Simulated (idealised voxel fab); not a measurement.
Process module heading - voxel air gaps
Cross-sectional view cut (width: 260 nm; square cell size: 5 nm).
Cross-section format: a grid of square cells, given as bands from top to bottom; each band is one or more rows of cells. Each band's line starts with the height of the band's top and of its bottom, in nm. Then come its materials from left to right, each with its width in nm. One material with "throughout" fills the band from edge to edge. "air" is empty space. The level at which height equals 0 is the one under which the wafer, as it arrives, is entirely one material. No lower edge exists for the bottom band, which continues downward and is notated as in "z 0 and below". A width such as "30..40" changes by the same amount from each row of cells to the next, from the band's top row to its bottom row. Where a step carries "nothing altered", the cross-section came out of it unchanged, cell for cell. This entry, "Entrapped voids", enumerates those empty regions of no fewer than 8 cells that possess no open connection to the top. Each region is reported in the form width x height at distance, the distance being taken from the left edge, with all three quantities expressed in nm. after a step's settings: what the simulator itself notes on the step. overlay nm: mask offset rightward from planned place, masked step; negative means leftward offset.

LIST OF PLANNED PROCESS STEPS
| 1 | op RECEIVE | material Si |
| 2 | op CONFORMAL_DEP | material SiO2 | thk nm 15 |
| 3 | op CONFORMAL_DEP | material SiCN | thk nm 5 |
| 4 | op DIRECTIONAL_DEP | material lowk | thk nm 35 |
| 5 | op DIRECTIONAL_DEP | material aC | thk nm 15 |
| 6 | op PATTERN | tone open | mask id LINES | material resist | width nm 25 | pitch nm 50 | thk nm 35 | overlay nm -15 |
| 7 | op DIRECTIONAL_ETCH | etch materials aC | depth nm 15 |
| 8 | op STRIP | etch materials resist |
| 9 | op DIRECTIONAL_ETCH | etch materials lowk | depth nm 35 |
| 10 | op STRIP | etch materials aC |
| 11 | op CONFORMAL_DEP | material TiN | thk nm 5 |
| 12 | op FILL_DEP | material Cu | thk nm 5 |
| 13 | op CMP | height nm 55 |
| 14 | op EPI | material Ru | thk nm 10 |
| 15 | op SELECTIVE_ETCH | etch materials lowk | depth nm 45 |
| 16 | op CONFORMAL_DEP | material SiCN | thk nm 5 |
The plan's step 6 overlay nm is the first wafer's value; the wafers differ in this setting and start identical.

CROSS-SECTION OF THE FIRST INCOMING WAFER OF SEVERAL, STATE AFTER STEP 1
- z 0 and below = Si throughout
- Entrapped voids: none

WAFER ROWS, END OF MODULE: CELLS PER MATERIAL GAINED (+) OR LOST (-) SINCE RECEIPT; CLOSED VOIDS LAST
overlay nm -15, +72 Cu, +72 Ru, +196 SiCN, +156 SiO2, +68 TiN, Entrapped voids: 15 x 25 at 55; 15 x 25 at 105; 15 x 25 at 155
overlay nm -10, +72 Cu, +72 Ru, +196 SiCN, +156 SiO2, +68 TiN, Entrapped voids: 15 x 25 at 60; 15 x 25 at 110; 15 x 25 at 160
overlay nm -5, +72 Cu, +72 Ru, +196 SiCN, +156 SiO2, +68 TiN, Entrapped voids: 15 x 25 at 65; 15 x 25 at 115; 15 x 25 at 165
overlay nm 0, +72 Cu, +72 Ru, +196 SiCN, +156 SiO2, +68 TiN, Entrapped voids: 15 x 25 at 70; 15 x 25 at 120; 15 x 25 at 170
overlay nm 5, +72 Cu, +72 Ru, +196 SiCN, +156 SiO2, +68 TiN, Entrapped voids: 15 x 25 at 75; 15 x 25 at 125; 15 x 25 at 175
overlay nm 10, +72 Cu, +72 Ru, +196 SiCN, +156 SiO2, +68 TiN, Entrapped voids: 15 x 25 at 80; 15 x 25 at 130; 15 x 25 at 180
overlay nm 15, +72 Cu, +72 Ru, +196 SiCN, +156 SiO2, +68 TiN, Entrapped voids: 15 x 25 at 85; 15 x 25 at 135; 15 x 25 at 185
